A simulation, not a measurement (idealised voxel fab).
Process module heading - voxel transistor to metal
In the cross-section labelled cut, the width is 300 nm and each square cell is 5 nm.
For the purposes of this document, a cross-section shall be understood as a grid of square cells, specified as bands listed in top-to-bottom order, each band consisting of one or more rows of cells. The band entry comprises the height of the band's top followed by the height of its bottom, expressed in nm, and subsequently the band's materials from left to right, each stated together with its width in nm. Where a single material is marked with the word "edge to edge", that material fills the band from edge to edge. The word "empty" represents empty space. It should be noted that heights are counted from 0, beneath which the wafer as supplied is of one material throughout, and that the lowest band possesses no lower boundary but continues downward, as written in "0 nm and below". The expression "30 to 40" gives the width at the extremes of the band, the first number at its top row of cells and the second at its bottom row, with the width changing by equal amounts from each row to the next in between. Basically "remained unchanged" means that step didn't change any cell in the cross-section. Reported under the label "Trapped voids" are the empty spaces having no open way to the top and comprising 8 cells or more; the notation for each is width x height at distance, in which the distance is measured from the left edge and all three values are in nm. On each step's line, the part that comes after the settings is the simulator's own comment on the step. overlay nm: for a step with a mask, the amount by which the mask lay right of where it was planned; a negative amount means left of it.

-- The following list gives the planned process steps
| 1 | RECEIVE (material Si) |
| 2 | OXIDIZE (depth nm 5) |
| 3 | CONFORMAL_DEP (material SiN; thk nm 15) |
| 4 | MASKED_ETCH (tone cover; mask id ACTIVE; width nm 105; pitch nm 125; etch materials SiN; depth nm 15; overlay nm 0) |
| 5 | MASKED_ETCH (tone cover; mask id ACTIVE; width nm 105; pitch nm 125; etch materials SiO2; depth nm 5; overlay nm 0) |
| 6 | MASKED_ETCH (tone cover; mask id ACTIVE; width nm 105; pitch nm 125; etch materials Si; depth nm 35; overlay nm 0) |
| 7 | FILL_DEP (material SiO2; thk nm 5) |
| 8 | CMP (height nm 15) |
| 9 | SELECTIVE_ETCH (etch materials SiO2; depth nm 15) |
| 10 | STRIP (etch materials SiN) |
| 11 | SELECTIVE_ETCH (etch materials SiO2; depth nm 5) |
| 12 | OXIDIZE (depth nm 5) |
| 13 | DIRECTIONAL_DEP (material polySi; thk nm 20) |
| 14 | DIRECTIONAL_DEP (material SiCN; thk nm 15) |
| 15 | MASKED_ETCH (tone cover; mask id GATE; width nm 25; pitch nm 125; etch materials SiCN; depth nm 25; overlay nm 0) |
| 16 | MASKED_ETCH (tone cover; mask id GATE; width nm 25; pitch nm 125; etch materials polySi; depth nm 30; overlay nm 0) |
| 17 | CONFORMAL_DEP (material SiN; thk nm 10) |
| 18 | DIRECTIONAL_ETCH (etch materials SiN; depth nm 10) |
| 19 | DIRECTIONAL_ETCH (etch materials SiO2; depth nm 5) |
| 20 | DIRECTIONAL_ETCH (etch materials Si; depth nm 15) |
| 21 | EPI (material pSi; thk nm 20) |
| 22 | FILL_DEP (material SiO2; thk nm 10) |
| 23 | CMP (height nm 30) |
| 24 | DIRECTIONAL_DEP (material SiO2; thk nm 15) |
| 25 | PATTERN (tone open; mask id CONTACT; material resist; width nm 15; thk nm 15; overlay nm 0) |
| 26 | DIRECTIONAL_ETCH (etch materials SiO2; depth nm 35) |
| 27 | STRIP (etch materials resist) |
| 28 | CONFORMAL_DEP (material TiN; thk nm 5) |
| 29 | FILL_DEP (material Ru; thk nm 10) |
| 30 | CMP (height nm 45) |
| 31 | CONFORMAL_DEP (material SiCN; thk nm 5) |
| 32 | DIRECTIONAL_DEP (material lowk; thk nm 20) |
| 33 | DIRECTIONAL_DEP (material aC; thk nm 10) |
| 34 | PATTERN (tone open; mask id METAL_1; material resist; width nm 15; thk nm 25; overlay nm 0) |
| 35 | DIRECTIONAL_ETCH (etch materials aC; depth nm 10) |
| 36 | STRIP (etch materials resist) |
| 37 | DIRECTIONAL_ETCH (etch materials lowk; depth nm 20) |
| 38 | DIRECTIONAL_ETCH (etch materials SiCN; depth nm 5) |
| 39 | STRIP (etch materials aC) |
| 40 | CONFORMAL_DEP (material TiN; thk nm 5) |
| 41 | FILL_DEP (material W; thk nm 10) |
| 42 | CMP (height nm 70) |
| 43 | CONFORMAL_DEP (material SiN; thk nm 5) |

-- Run as planned: first of two wafers

-- As received (post step 1): cross-section
> 0 nm and below: Si edge to edge
> Trapped voids: none

-- Take a look at the wafer's cross-section after step 2
> 0 nm to -5 nm: SiO2 edge to edge
> Below a height of -5, the structure has not been altered.

-- Take a look at the wafer's cross-section after step 3
> 15 nm to 0 nm: SiN edge to edge
> Below a height of 0, the structure has not been altered.

-- Take a look at the wafer's cross-section after step 4
> 15 nm to 0 nm: empty=35  SiN=105  empty=20  SiN=105  empty=35
> Below a height of 0, the structure has not been altered.

-- Take a look at the wafer's cross-section after step 5
> 15 nm to 0 nm: empty=35  SiN=105  empty=20  SiN=105  empty=35
> 0 nm to -5 nm: empty=35  SiO2=105  empty=20  SiO2=105  empty=35
> Below a height of -5, the structure has not been altered.

-- Take a look at the wafer's cross-section after step 6
> 15 nm to 0 nm: empty=35  SiN=105  empty=20  SiN=105  empty=35
> 0 nm to -5 nm: empty=35  SiO2=105  empty=20  SiO2=105  empty=35
> -5 nm to -40 nm: empty=35  Si=105  empty=20  Si=105  empty=35
> Below a height of -40, the structure has not been altered.

-- Take a look at the wafer's cross-section after step 7
> 20 nm to 15 nm: SiO2 edge to edge
> 15 nm to 0 nm: SiO2=35  SiN=105  SiO2=20  SiN=105  SiO2=35
> 0 nm to -5 nm: SiO2 edge to edge
> -5 nm to -40 nm: SiO2=35  Si=105  SiO2=20  Si=105  SiO2=35
> Below a height of -40, the structure has not been altered.

-- Take a look at the wafer's cross-section after step 8
> 15 nm to 0 nm: SiO2=35  SiN=105  SiO2=20  SiN=105  SiO2=35
> Below a height of 0, the structure has not been altered.

-- Take a look at the wafer's cross-section after step 9
> 15 nm to 0 nm: empty=35  SiN=105  empty=20  SiN=105  empty=35
> Below a height of 0, the structure has not been altered.

-- Take a look at the wafer's cross-section after step 10
> 0 nm to -5 nm: SiO2 edge to edge
> Below a height of -5, the structure has not been altered.

-- Take a look at the wafer's cross-section after step 11
> -5 nm to -40 nm: SiO2=35  Si=105  SiO2=20  Si=105  SiO2=35
> Below a height of -40, the structure has not been altered.

-- Take a look at the wafer's cross-section after step 12
> -5 nm to -10 nm: SiO2 edge to edge
> Below a height of -10, the structure has not been altered.

-- Take a look at the wafer's cross-section after step 13
> 15 nm to -5 nm: polySi edge to edge
> Below a height of -5, the structure has not been altered.

-- Take a look at the wafer's cross-section after step 14
> 30 nm to 15 nm: SiCN edge to edge
> Below a height of 15, the structure has not been altered.

-- Take a look at the wafer's cross-section after step 15
> 30 nm to 15 nm: empty=75  SiCN=25  empty=100  SiCN=25  empty=75
> Below a height of 15, the structure has not been altered.

-- Take a look at the wafer's cross-section after step 16
> 30 nm to 15 nm: empty=75  SiCN=25  empty=100  SiCN=25  empty=75
> 15 nm to -5 nm: empty=75  polySi=25  empty=100  polySi=25  empty=75
> Below a height of -5, the structure has not been altered.

-- Take a look at the wafer's cross-section after step 17
> 40 nm to 30 nm: empty=65  SiN=45  empty=80  SiN=45  empty=65
> 30 nm to 15 nm: empty=65  SiN=10  SiCN=25  SiN=10  empty=80  SiN=10  SiCN=25  SiN=10  empty=65
> 15 nm to 5 nm: empty=65  SiN=10  polySi=25  SiN=10  empty=80  SiN=10  polySi=25  SiN=10  empty=65
> 5 nm to -5 nm: SiN=75  polySi=25  SiN=100  polySi=25  SiN=75
> Below a height of -5, the structure has not been altered.

-- Take a look at the wafer's cross-section after step 18
> 30 nm to 15 nm: empty=65  SiN=10  SiCN=25  SiN=10  empty=80  SiN=10  SiCN=25  SiN=10  empty=65
> 15 nm to -5 nm: empty=65  SiN=10  polySi=25  SiN=10  empty=80  SiN=10  polySi=25  SiN=10  empty=65
> Below a height of -5, the structure has not been altered.

-- Take a look at the wafer's cross-section after step 19
> 30 nm to 15 nm: empty=65  SiN=10  SiCN=25  SiN=10  empty=80  SiN=10  SiCN=25  SiN=10  empty=65
> 15 nm to -5 nm: empty=65  SiN=10  polySi=25  SiN=10  empty=80  SiN=10  polySi=25  SiN=10  empty=65
> -5 nm to -10 nm: empty=65  SiO2=45  empty=80  SiO2=45  empty=65
> Below a height of -10, the structure has not been altered.

-- Take a look at the wafer's cross-section after step 20
> 30 nm to 15 nm: empty=65  SiN=10  SiCN=25  SiN=10  empty=80  SiN=10  SiCN=25  SiN=10  empty=65
> 15 nm to -5 nm: empty=65  SiN=10  polySi=25  SiN=10  empty=80  SiN=10  polySi=25  SiN=10  empty=65
> -5 nm to -10 nm: empty=65  SiO2=45  empty=80  SiO2=45  empty=65
> -10 nm to -25 nm: SiO2=35  empty=30  Si=45  empty=30  SiO2=20  empty=30  Si=45  empty=30  SiO2=35
> Below a height of -25, the structure has not been altered.

-- Take a look at the wafer's cross-section after step 21
> 30 nm to 15 nm: empty=65  SiN=10  SiCN=25  SiN=10  empty=80  SiN=10  SiCN=25  SiN=10  empty=65
> 15 nm to 10 nm: empty=65  SiN=10  polySi=25  SiN=10  empty=80  SiN=10  polySi=25  SiN=10  empty=65
> 10 nm to -5 nm: empty=45  pSi=20  SiN=10  polySi=25  SiN=10  pSi=20  empty=40  pSi=20  SiN=10  polySi=25  SiN=10  pSi=20  empty=45
> -5 nm to -10 nm: empty=30  pSi=35  SiO2=45  pSi=35  empty=10  pSi=35  SiO2=45  pSi=35  empty=30
> -10 nm to -25 nm: SiO2=35  pSi=30  Si=45  pSi=30  SiO2=20  pSi=30  Si=45  pSi=30  SiO2=35
> Below a height of -25, the structure has not been altered.

-- Take a look at the wafer's cross-section after step 22
> 40 nm to 30 nm: SiO2 edge to edge
> 30 nm to 15 nm: SiO2=65  SiN=10  SiCN=25  SiN=10  SiO2=80  SiN=10  SiCN=25  SiN=10  SiO2=65
> 15 nm to 10 nm: SiO2=65  SiN=10  polySi=25  SiN=10  SiO2=80  SiN=10  polySi=25  SiN=10  SiO2=65
> 10 nm to -5 nm: SiO2=45  pSi=20  SiN=10  polySi=25  SiN=10  pSi=20  SiO2=40  pSi=20  SiN=10  polySi=25  SiN=10  pSi=20  SiO2=45
> -5 nm to -10 nm: SiO2=30  pSi=35  SiO2=45  pSi=35  SiO2=10  pSi=35  SiO2=45  pSi=35  SiO2=30
> Below a height of -10, the structure has not been altered.

-- Take a look at the wafer's cross-section after step 23
> 30 nm to 15 nm: SiO2=65  SiN=10  SiCN=25  SiN=10  SiO2=80  SiN=10  SiCN=25  SiN=10  SiO2=65
> Below a height of 15, the structure has not been altered.

-- Take a look at the wafer's cross-section after step 24
> 45 nm to 30 nm: SiO2 edge to edge
> Below a height of 30, the structure has not been altered.

-- Take a look at the wafer's cross-section after step 25
> 60 nm to 45 nm: resist=45  empty=15  resist=55  empty=15  resist=40  empty=15  resist=55  empty=15  resist=45
> Below a height of 45, the structure has not been altered.

-- Take a look at the wafer's cross-section after step 26
> 60 nm to 45 nm: resist=45  empty=15  resist=55  empty=15  resist=40  empty=15  resist=55  empty=15  resist=45
> 45 nm to 30 nm: SiO2=45  empty=15  SiO2=55  empty=15  SiO2=40  empty=15  SiO2=55  empty=15  SiO2=45
> 30 nm to 15 nm: SiO2=45  empty=15  SiO2=5  SiN=10  SiCN=25  SiN=10  SiO2=5  empty=15  SiO2=40  empty=15  SiO2=5  SiN=10  SiCN=25  SiN=10  SiO2=5  empty=15  SiO2=45
> 15 nm to 10 nm: SiO2=45  empty=15  SiO2=5  SiN=10  polySi=25  SiN=10  SiO2=5  empty=15  SiO2=40  empty=15  SiO2=5  SiN=10  polySi=25  SiN=10  SiO2=5  empty=15  SiO2=45
> Below a height of 10, the structure has not been altered.

-- Take a look at the wafer's cross-section after step 27
> 45 nm to 30 nm: SiO2=45  empty=15  SiO2=55  empty=15  SiO2=40  empty=15  SiO2=55  empty=15  SiO2=45
> Below a height of 30, the structure has not been altered.

-- Take a look at the wafer's cross-section after step 28
> 50 nm to 45 nm: TiN=50  empty=5  TiN=65  empty=5  TiN=50  empty=5  TiN=65  empty=5  TiN=50
> 45 nm to 30 nm: SiO2=45  TiN=5  empty=5  TiN=5  SiO2=55  TiN=5  empty=5  TiN=5  SiO2=40  TiN=5  empty=5  TiN=5  SiO2=55  TiN=5  empty=5  TiN=5  SiO2=45
> 30 nm to 15 nm: SiO2=45  TiN=5  empty=5  TiN=5  SiO2=5  SiN=10  SiCN=25  SiN=10  SiO2=5  TiN=5  empty=5  TiN=5  SiO2=40  TiN=5  empty=5  TiN=5  SiO2=5  SiN=10  SiCN=25  SiN=10  SiO2=5  TiN=5  empty=5  TiN=5  SiO2=45
> 15 nm to 10 nm: SiO2=45  TiN=15  SiO2=5  SiN=10  polySi=25  SiN=10  SiO2=5  TiN=15  SiO2=40  TiN=15  SiO2=5  SiN=10  polySi=25  SiN=10  SiO2=5  TiN=15  SiO2=45
> Below a height of 10, the structure has not been altered.

-- Take a look at the wafer's cross-section after step 29
> 60 nm to 50 nm: Ru edge to edge
> 50 nm to 45 nm: TiN=50  Ru=5  TiN=65  Ru=5  TiN=50  Ru=5  TiN=65  Ru=5  TiN=50
> 45 nm to 30 nm: SiO2=45  TiN=5  Ru=5  TiN=5  SiO2=55  TiN=5  Ru=5  TiN=5  SiO2=40  TiN=5  Ru=5  TiN=5  SiO2=55  TiN=5  Ru=5  TiN=5  SiO2=45
> 30 nm to 15 nm: SiO2=45  TiN=5  Ru=5  TiN=5  SiO2=5  SiN=10  SiCN=25  SiN=10  SiO2=5  TiN=5  Ru=5  TiN=5  SiO2=40  TiN=5  Ru=5  TiN=5  SiO2=5  SiN=10  SiCN=25  SiN=10  SiO2=5  TiN=5  Ru=5  TiN=5  SiO2=45
> Below a height of 15, the structure has not been altered.

-- Take a look at the wafer's cross-section after step 30
> 45 nm to 30 nm: SiO2=45  TiN=5  Ru=5  TiN=5  SiO2=55  TiN=5  Ru=5  TiN=5  SiO2=40  TiN=5  Ru=5  TiN=5  SiO2=55  TiN=5  Ru=5  TiN=5  SiO2=45
> Below a height of 30, the structure has not been altered.

-- Take a look at the wafer's cross-section after step 31
> 50 nm to 45 nm: SiCN edge to edge
> Below a height of 45, the structure has not been altered.

-- Take a look at the wafer's cross-section after step 32
> 70 nm to 50 nm: lowk edge to edge
> Below a height of 50, the structure has not been altered.

-- Take a look at the wafer's cross-section after step 33
> 80 nm to 70 nm: aC edge to edge
> Below a height of 70, the structure has not been altered.

-- Take a look at the wafer's cross-section after step 34
> 105 nm to 80 nm: resist=45  empty=15  resist=55  empty=15  resist=40  empty=15  resist=55  empty=15  resist=45
> Below a height of 80, the structure has not been altered.

-- Take a look at the wafer's cross-section after step 35
> 95 nm to 80 nm: resist=45  empty=15  resist=55  empty=15  resist=40  empty=15  resist=55  empty=15  resist=45
> 80 nm to 70 nm: aC=45  empty=15  aC=55  empty=15  aC=40  empty=15  aC=55  empty=15  aC=45
> Below a height of 70, the structure has not been altered.

-- Take a look at the wafer's cross-section after step 36
> 80 nm to 70 nm: aC=45  empty=15  aC=55  empty=15  aC=40  empty=15  aC=55  empty=15  aC=45
> Below a height of 70, the structure has not been altered.

-- Take a look at the wafer's cross-section after step 37
> 80 nm to 70 nm: aC=45  empty=15  aC=55  empty=15  aC=40  empty=15  aC=55  empty=15  aC=45
> 70 nm to 50 nm: lowk=45  empty=15  lowk=55  empty=15  lowk=40  empty=15  lowk=55  empty=15  lowk=45
> Below a height of 50, the structure has not been altered.

-- Take a look at the wafer's cross-section after step 38
> 80 nm to 70 nm: aC=45  empty=15  aC=55  empty=15  aC=40  empty=15  aC=55  empty=15  aC=45
> 70 nm to 50 nm: lowk=45  empty=15  lowk=55  empty=15  lowk=40  empty=15  lowk=55  empty=15  lowk=45
> 50 nm to 45 nm: SiCN=45  empty=15  SiCN=55  empty=15  SiCN=40  empty=15  SiCN=55  empty=15  SiCN=45
> Below a height of 45, the structure has not been altered.

-- Take a look at the wafer's cross-section after step 39
> 70 nm to 50 nm: lowk=45  empty=15  lowk=55  empty=15  lowk=40  empty=15  lowk=55  empty=15  lowk=45
> Below a height of 50, the structure has not been altered.

-- Take a look at the wafer's cross-section after step 40
> 75 nm to 70 nm: TiN=50  empty=5  TiN=65  empty=5  TiN=50  empty=5  TiN=65  empty=5  TiN=50
> 70 nm to 50 nm: lowk=45  TiN=5  empty=5  TiN=5  lowk=55  TiN=5  empty=5  TiN=5  lowk=40  TiN=5  empty=5  TiN=5  lowk=55  TiN=5  empty=5  TiN=5  lowk=45
> 50 nm to 45 nm: SiCN=45  TiN=15  SiCN=55  TiN=15  SiCN=40  TiN=15  SiCN=55  TiN=15  SiCN=45
> Below a height of 45, the structure has not been altered.

-- Take a look at the wafer's cross-section after step 41
> 85 nm to 75 nm: W edge to edge
> 75 nm to 70 nm: TiN=50  W=5  TiN=65  W=5  TiN=50  W=5  TiN=65  W=5  TiN=50
> 70 nm to 50 nm: lowk=45  TiN=5  W=5  TiN=5  lowk=55  TiN=5  W=5  TiN=5  lowk=40  TiN=5  W=5  TiN=5  lowk=55  TiN=5  W=5  TiN=5  lowk=45
> Below a height of 50, the structure has not been altered.

-- Take a look at the wafer's cross-section after step 42
> 70 nm to 50 nm: lowk=45  TiN=5  W=5  TiN=5  lowk=55  TiN=5  W=5  TiN=5  lowk=40  TiN=5  W=5  TiN=5  lowk=55  TiN=5  W=5  TiN=5  lowk=45
> Below a height of 50, the structure has not been altered.

-- Take a look at the wafer's cross-section after step 43
> 75 nm to 70 nm: SiN edge to edge
> Below a height of 70, the structure has not been altered.

-- What follows concerns the second wafer, which started out like the first and was meant to follow the very same plan; one mistake crept in when it was run, but everything up to and including step 41 is the same as for the first wafer

-- At the planned end of step 42, the second wafer in cross-section
> 80 nm to 75 nm: W edge to edge
> Below a height of 75, the structure has not been altered.

-- At the planned end of step 43, the second wafer in cross-section
> 85 nm to 80 nm: SiN edge to edge
> Below a height of 80, the structure has not been altered.
Deviation from plan: not per plan at step 42, really ran CMP (height nm 80)
End of process, cell counts, second wafer against first, materials with more or fewer: +56 TiN | +64 W
